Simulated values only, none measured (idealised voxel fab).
Documented hereafter: the process module known as voxel capacitor over wiring.
The cross-section on display is named cut; it measures 230 nm wide, and its cells are 5 nm squares.
This document writes a cross-section as a grid whose cells are square, and gives it as bands, listed from the top down; one or more rows of cells form a band. Quick guide to a band line: top height, bottom height (nm) up front; then every material left to right with its width in nm. Only one material and it's marked "throughout"? Then it fills the band edge to edge. And "air" just means empty space. Heights are measured from 0, the level below which the as-received wafer is all one material; the lowest band has no bottom and continues downward, written as in "z 0 and below". The width entry "30 to 40" should be interpreted row by row: the top row of cells in the band takes the first number, the bottom row takes the second number, and the change between adjacent rows is uniform throughout. Reading "left unchanged" for a step: not a cell of the cross-section changed in it. Empty spaces counting at least 8 cells and having no open way to the top are listed in "Internal closed voids". The notation width x height at distance is used for each, the distance being from the left edge and all three values in nm. Where a step's line continues beyond its settings, the continuation is a remark by the simulator itself on that step. The "overlay nm" setting may appear on a step's line; for a step that uses a mask, it gives how far to the right of its planned position the mask lay, and a negative value indicates the left.
-- plan
1. RECEIVE (material Si)
2. CONFORMAL_DEP (material SiO2; thk nm 10)
3. CONFORMAL_DEP (material SiCN; thk nm 5)
4. DIRECTIONAL_DEP (material lowk; thk nm 20)
5. MASKED_ETCH (tone open; mask id METAL_1; width nm 30; pitch nm 90; etch materials lowk; depth nm 20; overlay nm 0)
6. MASKED_ETCH (tone open; mask id METAL_1; width nm 30; pitch nm 90; etch materials SiCN; depth nm 5; overlay nm 0)
7. CONFORMAL_DEP (material TiN; thk nm 5)
8. FILL_DEP (material W; thk nm 10)
9. CMP (height nm 35)
10. EPI (material Ru; thk nm 5)
11. FILL_DEP (material SiCN; thk nm 5)
12. DIRECTIONAL_DEP (material SiO2; thk nm 15)
13. MASKED_ETCH (tone open; mask id PLUG_1; width nm 15; etch materials SiO2; depth nm 15; overlay nm 0)
14. MASKED_ETCH (tone open; mask id PLUG_1; width nm 15; etch materials SiCN; depth nm 5; overlay nm 0)
15. EPI (material Ru; thk nm 10)
16. EPI (material Ru; thk nm 10)
17. DIRECTIONAL_DEP (material TiN; thk nm 5)
18. DIRECTIONAL_DEP (material SiN; thk nm 5)
19. DIRECTIONAL_DEP (material TiN; thk nm 5)
20. PATTERN (tone cover; mask id UPPER_PLATE; material resist; width nm 65; thk nm 15; overlay nm 0)
21. DIRECTIONAL_ETCH (etch materials TiN; depth nm 5)
22. DIRECTIONAL_ETCH (etch materials SiN; depth nm 5)
23. STRIP (etch materials resist)
24. MASKED_ETCH (tone cover; mask id LOWER_PLATE; width nm 75; etch materials TiN; depth nm 5; overlay nm 0)
25. FILL_DEP (material SiO2; thk nm 20)
26. CMP (height nm 90)
27. PATTERN (tone open; mask id PLUG_2; material resist; width nm 15; thk nm 20; overlay nm 0)
28. DIRECTIONAL_ETCH (etch materials SiO2; depth nm 15)
29. STRIP (etch materials resist)
30. CONFORMAL_DEP (material TiN; thk nm 5)
31. FILL_DEP (material Ru; thk nm 10)
32. CMP (height nm 90)
33. CONFORMAL_DEP (material SiN; thk nm 5)
-- On the first of the two wafers: run conducted according to plan
-- As received (post step 1): cross-section
* z 0 and below = Si throughout
* Internal closed voids: none
-- Step 2 done - wafer cross-section
* z 10 to 0 = SiO2 throughout
* below 0: unchanged
-- Step 3 done - wafer cross-section
* z 15 to 10 = SiCN throughout
* below 10: unchanged
-- Step 4 done - wafer cross-section
* z 35 to 15 = lowk throughout
* below 15: unchanged
-- Step 5 done - wafer cross-section
* z 35 to 15 = lowk: 55, then air: 30, then lowk: 60, then air: 30, then lowk: 55
* below 15: unchanged
-- Step 6 done - wafer cross-section
* z 35 to 15 = lowk: 55, then air: 30, then lowk: 60, then air: 30, then lowk: 55
* z 15 to 10 = SiCN: 55, then air: 30, then SiCN: 60, then air: 30, then SiCN: 55
* below 10: unchanged
-- Step 7 done - wafer cross-section
* z 40 to 35 = TiN: 60, then air: 20, then TiN: 70, then air: 20, then TiN: 60
* z 35 to 15 = lowk: 55, then TiN: 5, then air: 20, then TiN: 5, then lowk: 60, then TiN: 5, then air: 20, then TiN: 5, then lowk: 55
* z 15 to 10 = SiCN: 55, then TiN: 30, then SiCN: 60, then TiN: 30, then SiCN: 55
* below 10: unchanged
-- Step 8 done - wafer cross-section
* z 50 to 40 = W throughout
* z 40 to 35 = TiN: 60, then W: 20, then TiN: 70, then W: 20, then TiN: 60
* z 35 to 15 = lowk: 55, then TiN: 5, then W: 20, then TiN: 5, then lowk: 60, then TiN: 5, then W: 20, then TiN: 5, then lowk: 55
* below 15: unchanged
-- Step 9 done - wafer cross-section
* z 35 to 15 = lowk: 55, then TiN: 5, then W: 20, then TiN: 5, then lowk: 60, then TiN: 5, then W: 20, then TiN: 5, then lowk: 55
* below 15: unchanged
-- Step 10 done - wafer cross-section
* z 40 to 35 = air: 50, then Ru: 40, then air: 50, then Ru: 40, then air: 50
* below 35: unchanged
-- Step 11 done - wafer cross-section
* z 45 to 40 = SiCN throughout
* z 40 to 35 = SiCN: 50, then Ru: 40, then SiCN: 50, then Ru: 40, then SiCN: 50
* below 35: unchanged
-- Step 12 done - wafer cross-section
* z 60 to 45 = SiO2 throughout
* below 45: unchanged
-- Step 13 done - wafer cross-section
* z 60 to 45 = SiO2: 70, then air: 15, then SiO2: 145
* below 45: unchanged
-- Step 14 done - wafer cross-section
* z 60 to 45 = SiO2: 70, then air: 15, then SiO2: 145
* z 45 to 40 = SiCN: 70, then air: 15, then SiCN: 145
* below 40: unchanged
-- Step 15 done - wafer cross-section
* z 60 to 50 = SiO2: 70, then air: 15, then SiO2: 145
* z 50 to 45 = SiO2: 70, then Ru: 15, then SiO2: 145
* z 45 to 40 = SiCN: 70, then Ru: 15, then SiCN: 145
* below 40: unchanged
-- Step 16 done - wafer cross-section
* z 60 to 45 = SiO2: 70, then Ru: 15, then SiO2: 145
* below 45: unchanged
-- Step 17 done - wafer cross-section
* z 65 to 60 = TiN throughout
* below 60: unchanged
-- Step 18 done - wafer cross-section
* z 70 to 65 = SiN throughout
* below 65: unchanged
-- Step 19 done - wafer cross-section
* z 75 to 70 = TiN throughout
* below 70: unchanged
-- Step 20 done - wafer cross-section
* z 90 to 75 = air: 70, then resist: 65, then air: 95
* below 75: unchanged
-- Step 21 done - wafer cross-section
* z 90 to 75 = air: 70, then resist: 65, then air: 95
* z 75 to 70 = air: 70, then TiN: 65, then air: 95
* below 70: unchanged
-- Step 22 done - wafer cross-section
* z 90 to 75 = air: 70, then resist: 65, then air: 95
* z 75 to 70 = air: 70, then TiN: 65, then air: 95
* z 70 to 65 = air: 70, then SiN: 65, then air: 95
* below 65: unchanged
-- Step 23 done - wafer cross-section
* z 75 to 70 = air: 70, then TiN: 65, then air: 95
* below 70: unchanged
-- Step 24 done - wafer cross-section
* z 75 to 70 = air: 70, then TiN: 65, then air: 95
* z 70 to 65 = air: 70, then SiN: 65, then air: 95
* z 65 to 60 = air: 65, then TiN: 75, then air: 90
* below 60: unchanged
-- Step 25 done - wafer cross-section
* z 95 to 75 = SiO2 throughout
* z 75 to 70 = SiO2: 70, then TiN: 65, then SiO2: 95
* z 70 to 65 = SiO2: 70, then SiN: 65, then SiO2: 95
* z 65 to 60 = SiO2: 65, then TiN: 75, then SiO2: 90
* below 60: unchanged
-- Step 26 done - wafer cross-section
* z 90 to 75 = SiO2 throughout
* below 75: unchanged
-- Step 27 done - wafer cross-section
* z 110 to 90 = resist: 80, then air: 15, then resist: 135
* below 90: unchanged
-- Step 28 done - wafer cross-section
* z 110 to 90 = resist: 80, then air: 15, then resist: 135
* z 90 to 75 = SiO2: 80, then air: 15, then SiO2: 135
* below 75: unchanged
-- Step 29 done - wafer cross-section
* z 90 to 75 = SiO2: 80, then air: 15, then SiO2: 135
* below 75: unchanged
-- Step 30 done - wafer cross-section
* z 95 to 90 = TiN: 85, then air: 5, then TiN: 140
* z 90 to 80 = SiO2: 80, then TiN: 5, then air: 5, then TiN: 5, then SiO2: 135
* z 80 to 70 = SiO2: 80 to 70, then TiN: 15 to 65, then SiO2: 135 to 95
* below 70: unchanged
-- Step 31 done - wafer cross-section
* z 105 to 95 = Ru throughout
* z 95 to 90 = TiN: 85, then Ru: 5, then TiN: 140
* z 90 to 80 = SiO2: 80, then TiN: 5, then Ru: 5, then TiN: 5, then SiO2: 135
* below 80: unchanged
-- Step 32 done - wafer cross-section
* z 90 to 80 = SiO2: 80, then TiN: 5, then Ru: 5, then TiN: 5, then SiO2: 135
* below 80: unchanged
-- Step 33 done - wafer cross-section
* z 95 to 90 = SiN throughout
* below 90: unchanged
-- Regarding the second of the two wafers: it shared the first wafer's starting condition and process plan, yet one error occurred during its execution. Its history coincides with that of the first wafer up to and including step 25
-- Cross-sectional view of the second wafer at the intended end time of process step 26
* z 85 to 75 = SiO2 throughout
* below 75: unchanged
-- Cross-sectional view of the second wafer at the intended end time of process step 27
* z 105 to 85 = resist: 80, then air: 15, then resist: 135
* below 85: unchanged
-- Cross-sectional view of the second wafer at the intended end time of process step 28
* z 105 to 85 = resist: 80, then air: 15, then resist: 135
* z 85 to 75 = SiO2: 80, then air: 15, then SiO2: 135
* below 75: unchanged
-- Cross-sectional view of the second wafer at the intended end time of process step 29
* z 85 to 75 = SiO2: 80, then air: 15, then SiO2: 135
* below 75: unchanged
-- Cross-sectional view of the second wafer at the intended end time of process step 30
* z 90 to 85 = TiN: 85, then air: 5, then TiN: 140
* z 85 to 80 = SiO2: 80, then TiN: 5, then air: 5, then TiN: 5, then SiO2: 135
* z 80 to 70 = SiO2: 80 to 70, then TiN: 15 to 65, then SiO2: 135 to 95
* below 70: unchanged
-- Cross-sectional view of the second wafer at the intended end time of process step 31
* z 100 to 90 = Ru throughout
* z 90 to 85 = TiN: 85, then Ru: 5, then TiN: 140
* z 85 to 80 = SiO2: 80, then TiN: 5, then Ru: 5, then TiN: 5, then SiO2: 135
* below 80: unchanged
-- Cross-sectional view of the second wafer at the intended end time of process step 32
* z 90 to 85 = TiN: 85, then Ru: 5, then TiN: 140
* below 85: unchanged
-- Cross-sectional view of the second wafer at the intended end time of process step 33
* z 95 to 90 = SiN throughout
* below 90: unchanged
Misprocessing identified: step 26 did not happen as planned, as run it was CMP (height nm 85)
End of process, cell counts, second wafer against first, materials with more or fewer: SiO2 -43; TiN +43
